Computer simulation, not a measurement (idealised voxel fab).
process module | voxel ribs on slabs
cross-section cut | 200 nm wide | cells 5 nm
A cross-section is a grid of square cells, given in bands from the top down. A band is one or more rows of cells.
Each band's line starts with the height of the band's top and of its bottom, in nm. Then come its materials from left to right, each with its width in nm. One material with "throughout" fills the band from edge to edge. "air" is empty space.
Height 0 is the level under which the wafer as received is all one material. The lowest band goes on downwards, as in "0 down".
A width such as "30 to 40" changes by the same amount from each row of cells to the next, from the band's top row to its bottom row.
"no change" after a step means that no cell of the cross-section changed.
closed voids: empty space of 8 cells or more with no open way to the top, each as width x height at its distance from the left edge, in nm
after a step's settings: what the simulator itself notes on the step
overlay nm, on a step with a mask: how far to the right of its planned place the mask lay; to the left if negative
plan
1 op RECEIVE | material Si
2 op DIRECTIONAL_DEP | material SiO2 | thk nm 30
3 op DIRECTIONAL_DEP | material SiN | thk nm 15
4 op PATTERN | tone cover | mask id RIB | material resist | width nm 30 | thk nm 20 | overlay nm 0
5 op DIRECTIONAL_ETCH | etch materials SiN | depth nm 5
6 op STRIP | etch materials resist
7 op PATTERN | tone cover | mask id SLAB | material resist | width nm 70 | thk nm 20 | overlay nm 0
8 op DIRECTIONAL_ETCH | etch materials SiN | depth nm 10
9 op STRIP | etch materials resist
10 op FILL_DEP | material SiO2 | thk nm 25
11 op CMP | height nm 60
12 op DIRECTIONAL_DEP | material TiN | thk nm 5
13 op PATTERN | tone cover | mask id HEATER | material resist | width nm 40 | thk nm 15 | overlay nm 0
14 op DIRECTIONAL_ETCH | etch materials TiN | depth nm 5
15 op STRIP | etch materials resist
16 op CONFORMAL_DEP | material SiO2 | thk nm 10
as received, after step 1
  0 down: Si throughout
  closed voids: none
first wafer at the end, as planned
  75 to 70: air 70 | SiO2 60 | air 70
  70 to 65: SiO2 throughout
  65 to 60: SiO2 80 | TiN 40 | SiO2 80
  60 to 45: SiO2 throughout
  45 to 40: SiO2 85 | SiN 30 | SiO2 85
  40 to 30: SiO2 65 | SiN 70 | SiO2 65
  30 to 0: SiO2 throughout
  0 down: Si throughout
  closed voids: none
second wafer at the end: like start, like plan, one mistake
  75 to 70: air 65 | SiO2 70 | air 65
  70 to 65: SiO2 throughout
  65 to 60: SiO2 75 | TiN 50 | SiO2 75
  60 to 45: SiO2 throughout
  45 to 40: SiO2 85 | SiN 30 | SiO2 85
  40 to 30: SiO2 65 | SiN 70 | SiO2 65
  30 to 0: SiO2 throughout
  0 down: Si throughout
  closed voids: none
what went wrong: step 13 ran as: op PATTERN | tone cover | mask id HEATER | material resist | width nm 50 | thk nm 15 | overlay nm 0
at the end the second wafer has, in cells: 2 more of TiN
